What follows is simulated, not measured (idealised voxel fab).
Module name: voxel self aligned vias (process module)
The cross-section shown here is cut; it is 285 nm wide and divided into square cells measuring 5 nm on a side.
Reading order for cross-sections: top band down to bottom band. Underlying form: a grid of square cells. Band size: one or more rows of cells.
Band: top height; bottom height; in nm. Then, left to right: material with width in nm, for each material. "edge to edge": a single material spanning edge to edge. "empty": empty space.
Measure heights from 0. That's the level where, below it, the as-received wafer is all one material. The lowest band is bottomless and extends downward; write it as in "0 down".
The expression "30 to 40" gives the width at the extremes of the band, the first number at its top row of cells and the second at its bottom row, with the width changing by equal amounts from each row to the next in between.
"no alteration", as given for a step, is the statement that not any cell of the cross-section underwent a change during that step.
Each empty space that has no open way to the top and spans at least 8 cells appears under "Closed-off voids" as width x height at distance, the distance counted from the left edge, all in nm.
Note: text after step settings on the step line = simulator remark on that step.
"overlay nm" on a masked step: distance the mask lay right of its planned place, negative for left.
Guide to the pairs. Each holds a before and an after cross-section around one process step; the after cross-section is cut off at the lowest band that changed. Look under the pair for the step between them and its settings. Pairs can come from different runs of this module on the same starting wafer, so a pair follows on from the one above it only where its entry headed "Before processing step" says it does.

BEFORE PROCESSING STEP
> 75 to 65: 90 nm aC, then 45 nm empty, then 15 nm aC, then 45 nm empty, then 90 nm aC
> 65 to 45: SiO2 edge to edge
> 45 to 35: 100 nm SiN, then 25 nm SiO2, then 35 nm SiN, then 25 nm SiO2, then 100 nm SiN
> 35 to 20: 95 nm Ru, then 5 nm TiN, then 25 nm SiO2, then 5 nm TiN, then 25 nm Ru, then 5 nm TiN, then 25 nm SiO2, then 5 nm TiN, then 95 nm Ru
> 20 to 15: 100 nm TiN, then 25 nm SiO2, then 35 nm TiN, then 25 nm SiO2, then 100 nm TiN
> 15 to 10: SiCN edge to edge
> 10 to 0: SiO2 edge to edge
> 0 down: Si edge to edge
> Closed-off voids: none

POST-PROCESS VIEW
> 75 to 65: 90 nm aC, then 45 nm empty, then 15 nm aC, then 45 nm empty, then 90 nm aC
> 65 to 45: 90 nm SiO2, then 45 nm empty, then 15 nm SiO2, then 45 nm empty, then 90 nm SiO2
> At heights below 45, the structure remains unaltered.
> Closed-off voids: none
The structure shown above changes from one cross-section to the other through DIRECTIONAL_ETCH with etch materials SiO2, depth nm 20

Before processing step: cross-section not repeated; it is the one shown after the step in the pair just above.

POST-PROCESS VIEW
> 75 to 65: 90 nm aC, then 45 nm empty, then 15 nm aC, then 45 nm empty, then 90 nm aC
> 65 to 45: 90 nm SiO2, then 45 nm empty, then 15 nm SiO2, then 45 nm empty, then 90 nm SiO2
> 45 to 35: 90 nm SiN, then 10 nm empty, then 25 nm SiO2, then 10 nm empty, then 15 nm SiN, then 10 nm empty, then 25 nm SiO2, then 10 nm empty, then 90 nm SiN
> At heights below 35, the structure remains unaltered.
> Closed-off voids: none
The structure shown above changes from one cross-section to the other through DIRECTIONAL_ETCH with etch materials SiN, depth nm 10

Before processing step: cross-section not repeated; it is the one shown after the step in the pair just above.

POST-PROCESS VIEW
> 65 to 45: 90 nm SiO2, then 45 nm empty, then 15 nm SiO2, then 45 nm empty, then 90 nm SiO2
> At heights below 45, the structure remains unaltered.
> Closed-off voids: none
The structure shown above changes from one cross-section to the other through STRIP with etch materials aC

Before processing step: cross-section not repeated; it is the one shown after the step in the pair just above.

POST-PROCESS VIEW
> 70 to 65: 95 nm TiN, then 35 nm empty, then 25 nm TiN, then 35 nm empty, then 95 nm TiN
> 65 to 50: 90 nm SiO2, then 5 nm TiN, then 35 nm empty, then 5 nm TiN, then 15 nm SiO2, then 5 nm TiN, then 35 nm empty, then 5 nm TiN, then 90 nm SiO2
> 50 to 45: 90 nm SiO2, then 45 nm TiN, then 15 nm SiO2, then 45 nm TiN, then 90 nm SiO2
> 45 to 35: 90 nm SiN, then 10 nm TiN, then 25 nm SiO2, then 10 nm TiN, then 15 nm SiN, then 10 nm TiN, then 25 nm SiO2, then 10 nm TiN, then 90 nm SiN
> At heights below 35, the structure remains unaltered.
> Closed-off voids: none
The structure shown above changes from one cross-section to the other through CONFORMAL_DEP with material TiN, thk nm 5

Before processing step: cross-section not repeated; it is the one shown after the step in the pair just above.

POST-PROCESS VIEW
> 80 to 70: Ru edge to edge
> 70 to 65: 95 nm TiN, then 35 nm Ru, then 25 nm TiN, then 35 nm Ru, then 95 nm TiN
> 65 to 50: 90 nm SiO2, then 5 nm TiN, then 35 nm Ru, then 5 nm TiN, then 15 nm SiO2, then 5 nm TiN, then 35 nm Ru, then 5 nm TiN, then 90 nm SiO2
> At heights below 50, the structure remains unaltered.
> Closed-off voids: none
The structure shown above changes from one cross-section to the other through FILL_DEP with material Ru, thk nm 10

Before processing step: cross-section not repeated; it is the one shown after the step in the pair just above.

POST-PROCESS VIEW
> 65 to 50: 90 nm SiO2, then 5 nm TiN, then 35 nm Ru, then 5 nm TiN, then 15 nm SiO2, then 5 nm TiN, then 35 nm Ru, then 5 nm TiN, then 90 nm SiO2
> At heights below 50, the structure remains unaltered.
> Closed-off voids: none
The structure shown above changes from one cross-section to the other through CMP with height nm 65

Before processing step: cross-section not repeated; it is the one shown after the step in the pair just above.

POST-PROCESS VIEW
> 70 to 65: SiCN edge to edge
> At heights below 65, the structure remains unaltered.
> Closed-off voids: none
The structure shown above changes from one cross-section to the other through CONFORMAL_DEP with material SiCN, thk nm 5
